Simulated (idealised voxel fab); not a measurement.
Documented hereafter: the process module known as voxel wiring stack.
240 nm wide, 5 nm square cells: that's cross-section cut.
We lay out every cross-section as a grid of square cells and spell it out in bands from the top down, where one band means one or more rows of cells. Per band: top height and bottom height in nm, followed by the left-to-right materials and their widths in nm; "edge to edge" marks a single material spanning edge to edge, "empty" marks empty space. The reference from which all heights are counted is 0, the level beneath which the as-received wafer is entirely one material; the lowest band, having no lower bound, proceeds downward and is written after the example "from 0 down". You'd read "30 to 40" like this: the band's top row of cells is as wide as the first number, its bottom row is as wide as the second, and going down, every row changes width by the same amount as the row before did. No cell of the cross-section changed in a step that is given as "nothing was modified". Listed in "Unvented cavities": every empty space of 8 or more cells without an open way to the top. Form: width x height at distance, the distance being from the left edge, all in nm. Note: text after step settings on the step line = simulator remark on that step. What "overlay nm" on a step's line means: if the step has a mask, that mask lay this far to the right of its planned place, or, when the value is negative, to the left.

PROCESS STEPS (PLANNED)
step 1: op RECEIVE | material Si
step 2: op CONFORMAL_DEP | material SiO2 | thk nm 15
step 3: op DIRECTIONAL_DEP | material TiN | thk nm 5
step 4: op DIRECTIONAL_DEP | material W | thk nm 20
step 5: op DIRECTIONAL_DEP | material aC | thk nm 15
step 6: op PATTERN | tone cover | mask id METAL_1 | material resist | width nm 20 | pitch nm 40 | thk nm 35 | overlay nm 0
step 7: op DIRECTIONAL_ETCH | etch materials aC | depth nm 15
step 8: op STRIP | etch materials resist
step 9: op DIRECTIONAL_ETCH | etch materials W | depth nm 20
step 10: op DIRECTIONAL_ETCH | etch materials TiN | depth nm 5
step 11: op STRIP | etch materials aC
step 12: op CONFORMAL_DEP | material SiCN | thk nm 5
step 13: op FILL_DEP | material lowk | thk nm 5
step 14: op CMP | height nm 40
step 15: op CONFORMAL_DEP | material SiCN | thk nm 5
step 16: op DIRECTIONAL_DEP | material lowk | thk nm 20
step 17: op DIRECTIONAL_DEP | material aC | thk nm 15
step 18: op PATTERN | tone open | mask id PLUG_1 | material resist | width nm 15 | pitch nm 40 | thk nm 30 | overlay nm 0
step 19: op DIRECTIONAL_ETCH | etch materials aC | depth nm 15
step 20: op STRIP | etch materials resist
step 21: op DIRECTIONAL_ETCH | etch materials lowk | depth nm 20
step 22: op DIRECTIONAL_ETCH | etch materials SiCN | depth nm 5
step 23: op STRIP | etch materials aC
step 24: op EPI | material Ru | thk nm 10
step 25: op EPI | material Ru | thk nm 10
step 26: op EPI | material Ru | thk nm 5
step 27: op DIRECTIONAL_DEP | material TiN | thk nm 5
step 28: op DIRECTIONAL_DEP | material Ru | thk nm 15
step 29: op DIRECTIONAL_DEP | material aC | thk nm 10
step 30: op PATTERN | tone cover | mask id METAL_2 | material resist | width nm 20 | pitch nm 40 | thk nm 30 | overlay nm 0
step 31: op DIRECTIONAL_ETCH | etch materials aC | depth nm 10
step 32: op STRIP | etch materials resist
step 33: op DIRECTIONAL_ETCH | etch materials Ru | depth nm 15
step 34: op DIRECTIONAL_ETCH | etch materials TiN | depth nm 5
step 35: op STRIP | etch materials aC
step 36: op FILL_DEP | material SiO2 | thk nm 10
step 37: op CMP | height nm 85
step 38: op CONFORMAL_DEP | material SiN | thk nm 5

WAFER AT RECEIPT (POST STEP 1), CROSS-SECTION
	from 0 down = Si edge to edge
	Unvented cavities: none

FIRST WAFER OF TWO, SECTIONED AT END OF MODULE; RUN WENT PER PLAN
	from 90 to 85 = SiN edge to edge
	from 85 to 70 = 50 of SiO2 | 20 of Ru | 20 of SiO2 | 20 of Ru | 20 of SiO2 | 20 of Ru | 20 of SiO2 | 20 of Ru | 50 of SiO2
	from 70 to 65 = 50 of SiO2 | 20 of TiN | 20 of SiO2 | 20 of TiN | 20 of SiO2 | 20 of TiN | 20 of SiO2 | 20 of TiN | 50 of SiO2
	from 65 to 45 = 50 of lowk | 15 of Ru | 25 of lowk | 15 of Ru | 25 of lowk | 15 of Ru | 25 of lowk | 15 of Ru | 55 of lowk
	from 45 to 40 = 50 of SiCN | 15 of Ru | 25 of SiCN | 15 of Ru | 25 of SiCN | 15 of Ru | 25 of SiCN | 15 of Ru | 55 of SiCN
	from 40 to 20 = 45 of lowk | 5 of SiCN | 20 of W | 5 of SiCN | 10 of lowk | 5 of SiCN | 20 of W | 5 of SiCN | 10 of lowk | 5 of SiCN | 20 of W | 5 of SiCN | 10 of lowk | 5 of SiCN | 20 of W | 5 of SiCN | 45 of lowk
	from 20 to 15 = 50 of SiCN | 20 of TiN | 20 of SiCN | 20 of TiN | 20 of SiCN | 20 of TiN | 20 of SiCN | 20 of TiN | 50 of SiCN
	from 15 to 0 = SiO2 edge to edge
	from 0 down = Si edge to edge
	Unvented cavities: none

SECOND WAFER OF THE TWO, SECTIONED AT THE END OF THE MODULE. IT BEGAN LIKE THE FIRST AND FOLLOWED THE SAME PLAN, BUT ONE MISTAKE WAS MADE WHILE RUNNING IT
	from 90 to 85 = SiN edge to edge
	from 85 to 80 = SiO2 edge to edge
	from 80 to 65 = 50 of SiO2 | 20 of Ru | 20 of SiO2 | 20 of Ru | 20 of SiO2 | 20 of Ru | 20 of SiO2 | 20 of Ru | 50 of SiO2
	from 65 to 45 = 50 of lowk | 15 of Ru | 25 of lowk | 15 of Ru | 25 of lowk | 15 of Ru | 25 of lowk | 15 of Ru | 55 of lowk
	from 45 to 40 = 50 of SiCN | 15 of Ru | 25 of SiCN | 15 of Ru | 25 of SiCN | 15 of Ru | 25 of SiCN | 15 of Ru | 55 of SiCN
	from 40 to 20 = 45 of lowk | 5 of SiCN | 20 of W | 5 of SiCN | 10 of lowk | 5 of SiCN | 20 of W | 5 of SiCN | 10 of lowk | 5 of SiCN | 20 of W | 5 of SiCN | 10 of lowk | 5 of SiCN | 20 of W | 5 of SiCN | 45 of lowk
	from 20 to 15 = 50 of SiCN | 20 of TiN | 20 of SiCN | 20 of TiN | 20 of SiCN | 20 of TiN | 20 of SiCN | 20 of TiN | 50 of SiCN
	from 15 to 0 = SiO2 edge to edge
	from 0 down = Si edge to edge
	Unvented cavities: none
Heads up, the wafer didn't run the way we planned it: plan step 27 skipped
Per the end-of-run cell counts, the second wafer holds more or fewer of some materials than the first: SiO2: 16 more | TiN: 16 fewer
